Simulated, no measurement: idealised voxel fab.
process module | voxel ribs on slabs
cross-section cut | 250 nm wide | cells 5 nm
A cross-section is a grid of square cells, given in bands from the top down. A band is one or more rows of cells.
Each band's line starts with the height of the band's top and of its bottom, in nm. Then come its materials from left to right, each with its width in nm. One material with "throughout" fills the band from edge to edge. "air" is empty space.
Height 0 is the level under which the wafer as received is all one material. The lowest band goes on downwards, as in "0 down".
A width such as "30 to 40" changes by the same amount from each row of cells to the next, from the band's top row to its bottom row.
"no change" after a step means that no cell of the cross-section changed.
closed voids: empty space of 8 cells or more with no open way to the top, each as width x height at its distance from the left edge, in nm
after a step's settings: what the simulator itself notes on the step
overlay nm, on a step with a mask: how far to the right of its planned place the mask lay; to the left if negative
plan
1 op RECEIVE | material Si
2 op DIRECTIONAL_DEP | material SiO2 | thk nm 25
3 op DIRECTIONAL_DEP | material polySi | thk nm 15
4 op PATTERN | tone cover | mask id RIB | material resist | width nm 30 | thk nm 20 | overlay nm 0
5 op DIRECTIONAL_ETCH | etch materials polySi | depth nm 10
6 op STRIP | etch materials resist
7 op MASKED_ETCH | tone cover | mask id SLAB | width nm 90 | etch materials polySi | depth nm 5 | overlay nm 0
8 op FILL_DEP | material SiO2 | thk nm 25
9 op CMP | height nm 60
10 op DIRECTIONAL_DEP | material TiN | thk nm 5
11 op MASKED_ETCH | tone cover | mask id HEATER | width nm 40 | etch materials TiN | depth nm 5 | overlay nm 0
12 op CONFORMAL_DEP | material SiO2 | thk nm 10
first wafer, as planned
as received, after step 1
  0 down: Si throughout
  closed voids: none
after step 2
  25 to 0: SiO2 throughout
  below 0: unchanged
after step 3
  40 to 25: polySi throughout
  below 25: unchanged
after step 4
  60 to 40: air 110 | resist 30 | air 110
  below 40: unchanged
after step 5
  60 to 40: air 110 | resist 30 | air 110
  40 to 30: air 110 | polySi 30 | air 110
  below 30: unchanged
after step 6
  40 to 30: air 110 | polySi 30 | air 110
  below 30: unchanged
after step 7
  40 to 30: air 110 | polySi 30 | air 110
  30 to 25: air 80 | polySi 90 | air 80
  below 25: unchanged
after step 8
  65 to 40: SiO2 throughout
  40 to 30: SiO2 110 | polySi 30 | SiO2 110
  30 to 25: SiO2 80 | polySi 90 | SiO2 80
  below 25: unchanged
after step 9
  60 to 40: SiO2 throughout
  below 40: unchanged
after step 10
  65 to 60: TiN throughout
  below 60: unchanged
after step 11
  65 to 60: air 105 | TiN 40 | air 105
  below 60: unchanged
after step 12
  75 to 70: air 95 | SiO2 60 | air 95
  70 to 65: SiO2 throughout
  65 to 60: SiO2 105 | TiN 40 | SiO2 105
  below 60: unchanged
second wafer: like start, like plan, one mistake. Through step 11 it matches the first wafer
when step 12 should have ended: no change
what went wrong: step 12 was left out
at the end the second wafer has, in cells: 104 fewer of SiO2
